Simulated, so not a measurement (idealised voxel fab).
process module | voxel wiring stack
Section cut is 190 nm wide and gridded with 5 nm square cells.
Cross-section = grid of square cells, listed top down in bands; band = one or more rows. Read a band's entry like this: the first values are the height of its top and the height of its bottom in nm, and what follows is the sequence of materials from left to right, each with its width in nm. Note that "empty" is empty space, and that a single material marked "edge to edge" reaches across the band from edge to edge. Convention: height 0 is the level below which the wafer, as received, is all one material. The lowest band does not terminate at the bottom but continues downward, represented as "0..down". A width such as "30->40" changes by the same amount from each row of cells to the next, from the band's top row to its bottom row. "everything unchanged" -> step changed no cross-section cell. Listed in "Enclosed internal cavities": every empty space of 8 or more cells without an open way to the top. Form: width x height at distance, the distance being from the left edge, all in nm. Past the settings on a step's line: simulator remark, on that step. What "overlay nm" on a step's line means: if the step has a mask, that mask lay this far to the right of its planned place, or, when the value is negative, to the left.

Set out below are the planned steps of the process
| 1 | RECEIVE, material Si |
| 2 | CONFORMAL_DEP, material SiO2, thk nm 15 |
| 3 | CONFORMAL_DEP, material SiN, thk nm 5 |
| 4 | DIRECTIONAL_DEP, material lowk, thk nm 20 |
| 5 | PATTERN, tone open, mask id METAL_1, material resist, width nm 25, pitch nm 45, thk nm 15, overlay nm 0 |
| 6 | DIRECTIONAL_ETCH, etch materials lowk, depth nm 20 |
| 7 | DIRECTIONAL_ETCH, etch materials SiN, depth nm 5 |
| 8 | STRIP, etch materials resist |
| 9 | CONFORMAL_DEP, material TiN, thk nm 5 |
| 10 | FILL_DEP, material Cu, thk nm 10 |
| 11 | CMP, height nm 40 |
| 12 | CONFORMAL_DEP, material SiCN, thk nm 5 |
| 13 | DIRECTIONAL_DEP, material lowk, thk nm 10 |
| 14 | PATTERN, tone open, mask id PLUG_1, material resist, width nm 15, pitch nm 90, thk nm 20, overlay nm 0 |
| 15 | DIRECTIONAL_ETCH, etch materials lowk, depth nm 10 |
| 16 | DIRECTIONAL_ETCH, etch materials SiCN, depth nm 5 |
| 17 | STRIP, etch materials resist |
| 18 | CONFORMAL_DEP, material TiN, thk nm 5 |
| 19 | FILL_DEP, material W, thk nm 5 |
| 20 | CMP, height nm 55 |
| 21 | CONFORMAL_DEP, material SiN, thk nm 5 |
| 22 | DIRECTIONAL_DEP, material lowk, thk nm 20 |
| 23 | MASKED_ETCH, tone open, mask id METAL_2, width nm 25, pitch nm 45, etch materials lowk, depth nm 20, overlay nm 0 |
| 24 | MASKED_ETCH, tone open, mask id METAL_2, width nm 25, pitch nm 45, etch materials SiN, depth nm 5, overlay nm 0 |
| 25 | CONFORMAL_DEP, material TiN, thk nm 5 |
| 26 | FILL_DEP, material Cu, thk nm 10 |
| 27 | CMP, height nm 80 |
| 28 | EPI, material Ru, thk nm 5 |
| 29 | FILL_DEP, material SiCN, thk nm 5 |

Below: the first of two wafers, run as planned

As-received wafer cross-section (after step 1)
	0..down: Si edge to edge
	Enclosed internal cavities: none

Cross-section: wafer state after step 2
	15..0: SiO2 edge to edge
	Rest of section, below 0: as before.

Cross-section: wafer state after step 3
	20..15: SiN edge to edge
	Rest of section, below 15: as before.

Cross-section: wafer state after step 4
	40..20: lowk edge to edge
	Rest of section, below 20: as before.

Cross-section: wafer state after step 5
	55..40: resist: 15  empty: 25  resist: 20  empty: 25  resist: 20  empty: 25  resist: 20  empty: 25  resist: 15
	Rest of section, below 40: as before.

Cross-section: wafer state after step 6
	55..40: resist: 15  empty: 25  resist: 20  empty: 25  resist: 20  empty: 25  resist: 20  empty: 25  resist: 15
	40..20: lowk: 15  empty: 25  lowk: 20  empty: 25  lowk: 20  empty: 25  lowk: 20  empty: 25  lowk: 15
	Rest of section, below 20: as before.

Cross-section: wafer state after step 7
	55..40: resist: 15  empty: 25  resist: 20  empty: 25  resist: 20  empty: 25  resist: 20  empty: 25  resist: 15
	40..20: lowk: 15  empty: 25  lowk: 20  empty: 25  lowk: 20  empty: 25  lowk: 20  empty: 25  lowk: 15
	20..15: SiN: 15  empty: 25  SiN: 20  empty: 25  SiN: 20  empty: 25  SiN: 20  empty: 25  SiN: 15
	Rest of section, below 15: as before.

Cross-section: wafer state after step 8
	40..20: lowk: 15  empty: 25  lowk: 20  empty: 25  lowk: 20  empty: 25  lowk: 20  empty: 25  lowk: 15
	Rest of section, below 20: as before.

Cross-section: wafer state after step 9
	45..40: TiN: 20  empty: 15  TiN: 30  empty: 15  TiN: 30  empty: 15  TiN: 30  empty: 15  TiN: 20
	40..20: lowk: 15  TiN: 5  empty: 15  TiN: 5  lowk: 20  TiN: 5  empty: 15  TiN: 5  lowk: 20  TiN: 5  empty: 15  TiN: 5  lowk: 20  TiN: 5  empty: 15  TiN: 5  lowk: 15
	20..15: SiN: 15  TiN: 25  SiN: 20  TiN: 25  SiN: 20  TiN: 25  SiN: 20  TiN: 25  SiN: 15
	Rest of section, below 15: as before.

Cross-section: wafer state after step 10
	55..45: Cu edge to edge
	45..40: TiN: 20  Cu: 15  TiN: 30  Cu: 15  TiN: 30  Cu: 15  TiN: 30  Cu: 15  TiN: 20
	40..20: lowk: 15  TiN: 5  Cu: 15  TiN: 5  lowk: 20  TiN: 5  Cu: 15  TiN: 5  lowk: 20  TiN: 5  Cu: 15  TiN: 5  lowk: 20  TiN: 5  Cu: 15  TiN: 5  lowk: 15
	Rest of section, below 20: as before.

Cross-section: wafer state after step 11
	40..20: lowk: 15  TiN: 5  Cu: 15  TiN: 5  lowk: 20  TiN: 5  Cu: 15  TiN: 5  lowk: 20  TiN: 5  Cu: 15  TiN: 5  lowk: 20  TiN: 5  Cu: 15  TiN: 5  lowk: 15
	Rest of section, below 20: as before.

Cross-section: wafer state after step 12
	45..40: SiCN edge to edge
	Rest of section, below 40: as before.

Cross-section: wafer state after step 13
	55..45: lowk edge to edge
	Rest of section, below 45: as before.

Cross-section: wafer state after step 14
	75..55: resist: 15  empty: 15  resist: 75  empty: 15  resist: 70
	Rest of section, below 55: as before.

Cross-section: wafer state after step 15
	75..55: resist: 15  empty: 15  resist: 75  empty: 15  resist: 70
	55..45: lowk: 15  empty: 15  lowk: 75  empty: 15  lowk: 70
	Rest of section, below 45: as before.

Cross-section: wafer state after step 16
	75..55: resist: 15  empty: 15  resist: 75  empty: 15  resist: 70
	55..45: lowk: 15  empty: 15  lowk: 75  empty: 15  lowk: 70
	45..40: SiCN: 15  empty: 15  SiCN: 75  empty: 15  SiCN: 70
	Rest of section, below 40: as before.

Cross-section: wafer state after step 17
	55..45: lowk: 15  empty: 15  lowk: 75  empty: 15  lowk: 70
	Rest of section, below 45: as before.

Cross-section: wafer state after step 18
	60..55: TiN: 20  empty: 5  TiN: 85  empty: 5  TiN: 75
	55..45: lowk: 15  TiN: 5  empty: 5  TiN: 5  lowk: 75  TiN: 5  empty: 5  TiN: 5  lowk: 70
	45..40: SiCN: 15  TiN: 15  SiCN: 75  TiN: 15  SiCN: 70
	Rest of section, below 40: as before.

Cross-section: wafer state after step 19
	65..60: W edge to edge
	60..55: TiN: 20  W: 5  TiN: 85  W: 5  TiN: 75
	55..45: lowk: 15  TiN: 5  W: 5  TiN: 5  lowk: 75  TiN: 5  W: 5  TiN: 5  lowk: 70
	Rest of section, below 45: as before.

Cross-section: wafer state after step 20
	55..45: lowk: 15  TiN: 5  W: 5  TiN: 5  lowk: 75  TiN: 5  W: 5  TiN: 5  lowk: 70
	Rest of section, below 45: as before.

Cross-section: wafer state after step 21
	60..55: SiN edge to edge
	Rest of section, below 55: as before.

Cross-section: wafer state after step 22
	80..60: lowk edge to edge
	Rest of section, below 60: as before.

Cross-section: wafer state after step 23
	80..60: lowk: 15  empty: 25  lowk: 20  empty: 25  lowk: 20  empty: 25  lowk: 20  empty: 25  lowk: 15
	Rest of section, below 60: as before.

Cross-section: wafer state after step 24
	80..60: lowk: 15  empty: 25  lowk: 20  empty: 25  lowk: 20  empty: 25  lowk: 20  empty: 25  lowk: 15
	60..55: SiN: 15  empty: 25  SiN: 20  empty: 25  SiN: 20  empty: 25  SiN: 20  empty: 25  SiN: 15
	Rest of section, below 55: as before.

Cross-section: wafer state after step 25
	85..80: TiN: 20  empty: 15  TiN: 30  empty: 15  TiN: 30  empty: 15  TiN: 30  empty: 15  TiN: 20
	80..60: lowk: 15  TiN: 5  empty: 15  TiN: 5  lowk: 20  TiN: 5  empty: 15  TiN: 5  lowk: 20  TiN: 5  empty: 15  TiN: 5  lowk: 20  TiN: 5  empty: 15  TiN: 5  lowk: 15
	60..55: SiN: 15  TiN: 25  SiN: 20  TiN: 25  SiN: 20  TiN: 25  SiN: 20  TiN: 25  SiN: 15
	Rest of section, below 55: as before.

Cross-section: wafer state after step 26
	95..85: Cu edge to edge
	85..80: TiN: 20  Cu: 15  TiN: 30  Cu: 15  TiN: 30  Cu: 15  TiN: 30  Cu: 15  TiN: 20
	80..60: lowk: 15  TiN: 5  Cu: 15  TiN: 5  lowk: 20  TiN: 5  Cu: 15  TiN: 5  lowk: 20  TiN: 5  Cu: 15  TiN: 5  lowk: 20  TiN: 5  Cu: 15  TiN: 5  lowk: 15
	Rest of section, below 60: as before.

Cross-section: wafer state after step 27
	80..60: lowk: 15  TiN: 5  Cu: 15  TiN: 5  lowk: 20  TiN: 5  Cu: 15  TiN: 5  lowk: 20  TiN: 5  Cu: 15  TiN: 5  lowk: 20  TiN: 5  Cu: 15  TiN: 5  lowk: 15
	Rest of section, below 60: as before.

Cross-section: wafer state after step 28
	85..80: empty: 10  Ru: 35  empty: 10  Ru: 35  empty: 10  Ru: 35  empty: 10  Ru: 35  empty: 10
	Rest of section, below 80: as before.

Cross-section: wafer state after step 29
	90..85: SiCN edge to edge
	85..80: SiCN: 10  Ru: 35  SiCN: 10  Ru: 35  SiCN: 10  Ru: 35  SiCN: 10  Ru: 35  SiCN: 10
	Rest of section, below 80: as before.

Wafer two of two - same starting point, same process plan, one mistake in execution; matches wafer one up to and including step 2

Cross-section of the second wafer at the time by which step 3 should have been completed according to the plan: everything unchanged

Cross-section of the second wafer at the time by which step 4 should have been completed according to the plan
	35..15: lowk edge to edge
	Rest of section, below 15: as before.

Cross-section of the second wafer at the time by which step 5 should have been completed according to the plan
	50..35: resist: 15  empty: 25  resist: 20  empty: 25  resist: 20  empty: 25  resist: 20  empty: 25  resist: 15
	Rest of section, below 35: as before.

Cross-section of the second wafer at the time by which step 6 should have been completed according to the plan
	50..35: resist: 15  empty: 25  resist: 20  empty: 25  resist: 20  empty: 25  resist: 20  empty: 25  resist: 15
	35..15: lowk: 15  empty: 25  lowk: 20  empty: 25  lowk: 20  empty: 25  lowk: 20  empty: 25  lowk: 15
	Rest of section, below 15: as before.

Cross-section of the second wafer at the time by which step 7 should have been completed according to the plan: everything unchanged

Cross-section of the second wafer at the time by which step 8 should have been completed according to the plan
	35..15: lowk: 15  empty: 25  lowk: 20  empty: 25  lowk: 20  empty: 25  lowk: 20  empty: 25  lowk: 15
	Rest of section, below 15: as before.

Cross-section of the second wafer at the time by which step 9 should have been completed according to the plan
	40..35: TiN: 20  empty: 15  TiN: 30  empty: 15  TiN: 30  empty: 15  TiN: 30  empty: 15  TiN: 20
	35..20: lowk: 15  TiN: 5  empty: 15  TiN: 5  lowk: 20  TiN: 5  empty: 15  TiN: 5  lowk: 20  TiN: 5  empty: 15  TiN: 5  lowk: 20  TiN: 5  empty: 15  TiN: 5  lowk: 15
	20..15: lowk: 15  TiN: 25  lowk: 20  TiN: 25  lowk: 20  TiN: 25  lowk: 20  TiN: 25  lowk: 15
	Rest of section, below 15: as before.

Cross-section of the second wafer at the time by which step 10 should have been completed according to the plan
	50..40: Cu edge to edge
	40..35: TiN: 20  Cu: 15  TiN: 30  Cu: 15  TiN: 30  Cu: 15  TiN: 30  Cu: 15  TiN: 20
	35..20: lowk: 15  TiN: 5  Cu: 15  TiN: 5  lowk: 20  TiN: 5  Cu: 15  TiN: 5  lowk: 20  TiN: 5  Cu: 15  TiN: 5  lowk: 20  TiN: 5  Cu: 15  TiN: 5  lowk: 15
	Rest of section, below 20: as before.

Cross-section of the second wafer at the time by which step 11 should have been completed according to the plan
	40..35: TiN: 20  Cu: 15  TiN: 30  Cu: 15  TiN: 30  Cu: 15  TiN: 30  Cu: 15  TiN: 20
	Rest of section, below 35: as before.

Cross-section of the second wafer at the time by which step 12 should have been completed according to the plan
	45..40: SiCN edge to edge
	Rest of section, below 40: as before.

Cross-section of the second wafer at the time by which step 13 should have been completed according to the plan
	55..45: lowk edge to edge
	Rest of section, below 45: as before.

Cross-section of the second wafer at the time by which step 14 should have been completed according to the plan
	75..55: resist: 15  empty: 15  resist: 75  empty: 15  resist: 70
	Rest of section, below 55: as before.

Cross-section of the second wafer at the time by which step 15 should have been completed according to the plan
	75..55: resist: 15  empty: 15  resist: 75  empty: 15  resist: 70
	55..45: lowk: 15  empty: 15  lowk: 75  empty: 15  lowk: 70
	Rest of section, below 45: as before.

Cross-section of the second wafer at the time by which step 16 should have been completed according to the plan
	75..55: resist: 15  empty: 15  resist: 75  empty: 15  resist: 70
	55..45: lowk: 15  empty: 15  lowk: 75  empty: 15  lowk: 70
	45..40: SiCN: 15  empty: 15  SiCN: 75  empty: 15  SiCN: 70
	Rest of section, below 40: as before.

Cross-section of the second wafer at the time by which step 17 should have been completed according to the plan
	55..45: lowk: 15  empty: 15  lowk: 75  empty: 15  lowk: 70
	Rest of section, below 45: as before.

Cross-section of the second wafer at the time by which step 18 should have been completed according to the plan
	60..55: TiN: 20  empty: 5  TiN: 85  empty: 5  TiN: 75
	55..45: lowk: 15  TiN: 5  empty: 5  TiN: 5  lowk: 75  TiN: 5  empty: 5  TiN: 5  lowk: 70
	45..40: SiCN: 15  TiN: 15  SiCN: 75  TiN: 15  SiCN: 70
	Rest of section, below 40: as before.

Cross-section of the second wafer at the time by which step 19 should have been completed according to the plan
	65..60: W edge to edge
	60..55: TiN: 20  W: 5  TiN: 85  W: 5  TiN: 75
	55..45: lowk: 15  TiN: 5  W: 5  TiN: 5  lowk: 75  TiN: 5  W: 5  TiN: 5  lowk: 70
	Rest of section, below 45: as before.

Cross-section of the second wafer at the time by which step 20 should have been completed according to the plan
	55..45: lowk: 15  TiN: 5  W: 5  TiN: 5  lowk: 75  TiN: 5  W: 5  TiN: 5  lowk: 70
	Rest of section, below 45: as before.

Cross-section of the second wafer at the time by which step 21 should have been completed according to the plan
	60..55: SiN edge to edge
	Rest of section, below 55: as before.

Cross-section of the second wafer at the time by which step 22 should have been completed according to the plan
	80..60: lowk edge to edge
	Rest of section, below 60: as before.

Cross-section of the second wafer at the time by which step 23 should have been completed according to the plan
	80..60: lowk: 15  empty: 25  lowk: 20  empty: 25  lowk: 20  empty: 25  lowk: 20  empty: 25  lowk: 15
	Rest of section, below 60: as before.

Cross-section of the second wafer at the time by which step 24 should have been completed according to the plan
	80..60: lowk: 15  empty: 25  lowk: 20  empty: 25  lowk: 20  empty: 25  lowk: 20  empty: 25  lowk: 15
	60..55: SiN: 15  empty: 25  SiN: 20  empty: 25  SiN: 20  empty: 25  SiN: 20  empty: 25  SiN: 15
	Rest of section, below 55: as before.

Cross-section of the second wafer at the time by which step 25 should have been completed according to the plan
	85..80: TiN: 20  empty: 15  TiN: 30  empty: 15  TiN: 30  empty: 15  TiN: 30  empty: 15  TiN: 20
	80..60: lowk: 15  TiN: 5  empty: 15  TiN: 5  lowk: 20  TiN: 5  empty: 15  TiN: 5  lowk: 20  TiN: 5  empty: 15  TiN: 5  lowk: 20  TiN: 5  empty: 15  TiN: 5  lowk: 15
	60..55: SiN: 15  TiN: 25  SiN: 20  TiN: 25  SiN: 20  TiN: 25  SiN: 20  TiN: 25  SiN: 15
	Rest of section, below 55: as before.

Cross-section of the second wafer at the time by which step 26 should have been completed according to the plan
	95..85: Cu edge to edge
	85..80: TiN: 20  Cu: 15  TiN: 30  Cu: 15  TiN: 30  Cu: 15  TiN: 30  Cu: 15  TiN: 20
	80..60: lowk: 15  TiN: 5  Cu: 15  TiN: 5  lowk: 20  TiN: 5  Cu: 15  TiN: 5  lowk: 20  TiN: 5  Cu: 15  TiN: 5  lowk: 20  TiN: 5  Cu: 15  TiN: 5  lowk: 15
	Rest of section, below 60: as before.

Cross-section of the second wafer at the time by which step 27 should have been completed according to the plan
	80..60: lowk: 15  TiN: 5  Cu: 15  TiN: 5  lowk: 20  TiN: 5  Cu: 15  TiN: 5  lowk: 20  TiN: 5  Cu: 15  TiN: 5  lowk: 20  TiN: 5  Cu: 15  TiN: 5  lowk: 15
	Rest of section, below 60: as before.

Cross-section of the second wafer at the time by which step 28 should have been completed according to the plan
	85..80: empty: 10  Ru: 35  empty: 10  Ru: 35  empty: 10  Ru: 35  empty: 10  Ru: 35  empty: 10
	Rest of section, below 80: as before.

Cross-section of the second wafer at the time by which step 29 should have been completed according to the plan
	90..85: SiCN edge to edge
	85..80: SiCN: 10  Ru: 35  SiCN: 10  Ru: 35  SiCN: 10  Ru: 35  SiCN: 10  Ru: 35  SiCN: 10
	Rest of section, below 80: as before.
The plan and the run diverged here: step 3 was dropped from the plan's execution and never run
Upon completion, the second wafer contains, in terms of cells, a greater or smaller amount of certain materials than the first wafer: 18 fewer of SiN; 18 more of TiN
